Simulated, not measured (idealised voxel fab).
The document below concerns the process module designated voxel local oxidation.
The width of the displayed cross-section, cut, is 280 nm; its cells are square, with a size of 5 nm.
In this document a cross-section is written as a grid of square cells. It is given as a series of bands, listed from the top down, and a band is one or more rows of cells. The band entry comprises the height of the band's top followed by the height of its bottom, expressed in nm, and subsequently the band's materials from left to right, each stated together with its width in nm. Where a single material is marked with the word "edge to edge", that material fills the band from edge to edge. The word "empty" represents empty space. Height datum 0, below which the as-received substrate wafer is one material. Lowest band open at the bottom, running downward: "0 and below". A two-number width, for instance "30 to 40", indicates that the width is equal to the first number in the top row of the band and to the second number in the bottom row, and that it changes by a constant amount per row of cells. Take "stayed the same" at face value: in the step it is given for, the cross-section changed in none of its cells. Listed in "Sealed void inventory": every empty space of 8 or more cells without an open way to the top. Form: width x height at distance, the distance being from the left edge, all in nm. Formally, on a step line, whatever follows the settings is a remark that the simulator itself makes on the step. The optional step-line setting "overlay nm" applies to steps with a mask and quantifies how far to the right of its planned location the mask lay, a negative value indicating leftward placement.

Set out below are the planned steps of the process
1. RECEIVE with material Si
2. CONFORMAL_DEP with material SiO2, thk nm 5
3. CONFORMAL_DEP with material SiN, thk nm 15
4. DIRECTIONAL_DEP with material aC, thk nm 15
5. PATTERN with tone cover, mask id ACTIVE, material resist, width nm 125, thk nm 30, overlay nm 0
6. DIRECTIONAL_ETCH with etch materials aC, depth nm 15
7. STRIP with etch materials resist
8. DIRECTIONAL_ETCH with etch materials SiN, depth nm 15
9. STRIP with etch materials aC
10. SELECTIVE_ETCH with etch materials SiO2, depth nm 5
11. OXIDIZE with depth nm 15
12. STRIP with etch materials SiN

The first of a set of two wafers, run to plan

This is the cross-section of the wafer as we received it, i.e. after step 1
* 0 and below = Si edge to edge
* Sealed void inventory: none

Sectional view: wafer, after step 2
* 5 down to 0 = SiO2 edge to edge
* Heights below 0 show no change.

Sectional view: wafer, after step 3
* 20 down to 5 = SiN edge to edge
* Heights below 5 show no change.

Sectional view: wafer, after step 4
* 35 down to 20 = aC edge to edge
* Heights below 20 show no change.

Sectional view: wafer, after step 5
* 65 down to 35 = empty=75, then resist=125, then empty=80
* Heights below 35 show no change.

Sectional view: wafer, after step 6
* 50 down to 35 = empty=75, then resist=125, then empty=80
* 35 down to 20 = empty=75, then aC=125, then empty=80
* Heights below 20 show no change.

Sectional view: wafer, after step 7
* 35 down to 20 = empty=75, then aC=125, then empty=80
* Heights below 20 show no change.

Sectional view: wafer, after step 8
* 35 down to 20 = empty=75, then aC=125, then empty=80
* 20 down to 5 = empty=75, then SiN=125, then empty=80
* Heights below 5 show no change.

Sectional view: wafer, after step 9
* 20 down to 5 = empty=75, then SiN=125, then empty=80
* Heights below 5 show no change.

Sectional view: wafer, after step 10
* 20 down to 5 = empty=75, then SiN=125, then empty=80
* 5 down to 0 = empty=80, then SiO2=115, then empty=85
* Heights below 0 show no change.

Sectional view: wafer, after step 11
* 20 down to 5 = empty=75, then SiN=125, then empty=80
* 5 down to 0 = empty=80, then SiO2=115, then empty=85
* 0 down to -15 = SiO2=95, then Si=85, then SiO2=100
* Heights below -15 show no change.

Sectional view: wafer, after step 12
* 5 down to 0 = empty=80, then SiO2=115, then empty=85
* Heights below 0 show no change.

The second wafer: identical to the first at the outset and in its planned sequence, differing only in that one mistake was made during processing; up to and including step 1, its path is the first wafer's path

X-section, second wafer, when step 2 was due to finish: stayed the same

X-section, second wafer, when step 3 was due to finish
* 15 down to 0 = SiN edge to edge
* Heights below 0 show no change.

X-section, second wafer, when step 4 was due to finish
* 30 down to 15 = aC edge to edge
* Heights below 15 show no change.

X-section, second wafer, when step 5 was due to finish
* 60 down to 30 = empty=75, then resist=125, then empty=80
* Heights below 30 show no change.

X-section, second wafer, when step 6 was due to finish
* 45 down to 30 = empty=75, then resist=125, then empty=80
* 30 down to 15 = empty=75, then aC=125, then empty=80
* Heights below 15 show no change.

X-section, second wafer, when step 7 was due to finish
* 30 down to 15 = empty=75, then aC=125, then empty=80
* Heights below 15 show no change.

X-section, second wafer, when step 8 was due to finish
* 30 down to 15 = empty=75, then aC=125, then empty=80
* 15 down to 0 = empty=75, then SiN=125, then empty=80
* Heights below 0 show no change.

X-section, second wafer, when step 9 was due to finish
* 15 down to 0 = empty=75, then SiN=125, then empty=80
* Heights below 0 show no change.

X-section, second wafer, when step 10 was due to finish: stayed the same

X-section, second wafer, when step 11 was due to finish
* 15 down to 0 = empty=75, then SiN=125, then empty=80
* 0 down to -15 = SiO2=90, then Si=95, then SiO2=95
* Heights below -15 show no change.

X-section, second wafer, when step 12 was due to finish
* 0 down to -15 = SiO2=90, then Si=95, then SiO2=95
* Heights below -15 show no change.
Nonconformance to the process plan: step 2 was left out
Heads up, by the end the second wafer has more or fewer cells of some materials compared to the first: +6 Si, -29 SiO2
